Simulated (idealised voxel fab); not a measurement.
The following is a process module called voxel self aligned vias.
cross-section cut | 280 nm wide | cells 5 nm
Bands, listed from the top down, are how a cross-section gets written in this document; the cross-section itself is a grid of square cells, and a band is one or more rows of them. First you get the band's top height and its bottom height, in nm, and then the materials it's made of, left to right, with each width in nm. If you see a single material with "everywhere", that one covers the band edge to edge. "empty" is empty space. Beneath 0, the wafer as received is one material, and that level is where height counting begins. The lowest band goes on downward without a bottom; it is written like "0..down". Top row gets the first number, bottom row gets the second, and each row in between changes by the same step: that is how a band width like "30->40" works. When a step is marked "left unchanged", none of the cells in the cross-section changed during that step. "Enclosed void list" - sealed voids, min. 8 cells, no opening to top; format: width x height at distance (distance from left edge; nm throughout). after a step's settings: what the simulator itself notes on the step. When a step includes a mask, the "overlay nm" setting on its line states how far to the right of its planned place that mask lay, and negative values state how far to the left.
# So here's the lineup of process steps we planned
| 1 | RECEIVE [material Si] |
| 2 | CONFORMAL_DEP [material SiO2] [thk nm 10] |
| 3 | CONFORMAL_DEP [material SiCN] [thk nm 5] |
| 4 | DIRECTIONAL_DEP [material lowk] [thk nm 20] |
| 5 | DIRECTIONAL_DEP [material aC] [thk nm 10] |
| 6 | PATTERN [tone open] [mask id LINES] [material resist] [width nm 30] [pitch nm 65] [thk nm 30] [overlay nm 0] |
| 7 | DIRECTIONAL_ETCH [etch materials aC] [depth nm 10] |
| 8 | STRIP [etch materials resist] |
| 9 | DIRECTIONAL_ETCH [etch materials lowk] [depth nm 20] |
| 10 | STRIP [etch materials aC] |
| 11 | CONFORMAL_DEP [material TiN] [thk nm 5] |
| 12 | FILL_DEP [material W] [thk nm 10] |
| 13 | CMP [height nm 35] |
| 14 | SELECTIVE_ETCH [etch materials W Ru TiN] [depth nm 5] |
| 15 | FILL_DEP [material SiN] [thk nm 5] |
| 16 | CMP [height nm 35] |
| 17 | DIRECTIONAL_DEP [material lowk] [thk nm 20] |
| 18 | PATTERN [tone open] [mask id VIAS] [material resist] [width nm 40] [thk nm 20] [overlay nm -15] |
| 19 | DIRECTIONAL_ETCH [etch materials lowk] [depth nm 20] |
| 20 | DIRECTIONAL_ETCH [etch materials SiN] [depth nm 5] |
| 21 | STRIP [etch materials resist] |
| 22 | CONFORMAL_DEP [material TiN] [thk nm 5] |
| 23 | FILL_DEP [material Cu] [thk nm 5] |
| 24 | CMP [height nm 55] |
| 25 | CONFORMAL_DEP [material SiN] [thk nm 5] |
Wafers differ in overlay nm at step 18; plan lists the first wafer's value; identical starting state.
# Cross-section of the first incoming wafer of several, state after step 1
  0..down  Si everywhere
  Enclosed void list: none
# Here's the first of several wafers in cross-section, end of the module, after the last step, step 25
  60..55  SiN everywhere
  55..40  70 lowk  5 TiN  30 Cu  5 TiN  170 lowk
  40..35  70 lowk  25 TiN  10 Cu  5 TiN  170 lowk
  35..30  90 lowk  20 TiN  10 SiN  35 lowk  30 SiN  95 lowk
  30..20  90 lowk  5 TiN  20 W  5 TiN  35 lowk  5 TiN  20 W  5 TiN  95 lowk
  20..15  90 lowk  30 TiN  35 lowk  30 TiN  95 lowk
  15..10  SiCN everywhere
  10..0  SiO2 everywhere
  0..down  Si everywhere
  Enclosed void list: none
# Here's the last wafer cross-sectioned at the end of the module
  60..55  SiN everywhere
  55..40  100 lowk  5 TiN  30 Cu  5 TiN  140 lowk
  40..35  100 lowk  5 TiN  10 Cu  25 TiN  140 lowk
  35..30  90 lowk  10 SiN  20 TiN  35 lowk  30 SiN  95 lowk
  30..20  90 lowk  5 TiN  20 W  5 TiN  35 lowk  5 TiN  20 W  5 TiN  95 lowk
  20..15  90 lowk  30 TiN  35 lowk  30 TiN  95 lowk
  15..10  SiCN everywhere
  10..0  SiO2 everywhere
  0..down  Si everywhere
  Enclosed void list: none
# Below is a per-wafer table. In it, each row describes the wafer at the end of the module by giving, for each material, the number of cells gained (+) or lost (-) since the wafer was received, and after that the closed voids of the wafer
overlay nm -15, +20 Cu, +56 SiCN, +64 SiN, +112 SiO2, +36 TiN, +16 W, +368 lowk, Enclosed void list: none
overlay nm -10, +21 Cu, +56 SiCN, +63 SiN, +112 SiO2, +36 TiN, +16 W, +368 lowk, Enclosed void list: none
overlay nm -5, +22 Cu, +56 SiCN, +62 SiN, +112 SiO2, +36 TiN, +16 W, +368 lowk, Enclosed void list: none
overlay nm 0, +22 Cu, +56 SiCN, +62 SiN, +112 SiO2, +36 TiN, +16 W, +368 lowk, Enclosed void list: none
overlay nm 5, +22 Cu, +56 SiCN, +62 SiN, +112 SiO2, +36 TiN, +16 W, +368 lowk, Enclosed void list: none
overlay nm 10, +21 Cu, +56 SiCN, +63 SiN, +112 SiO2, +36 TiN, +16 W, +368 lowk, Enclosed void list: none
overlay nm 15, +20 Cu, +56 SiCN, +64 SiN, +112 SiO2, +36 TiN, +16 W, +368 lowk, Enclosed void list: none
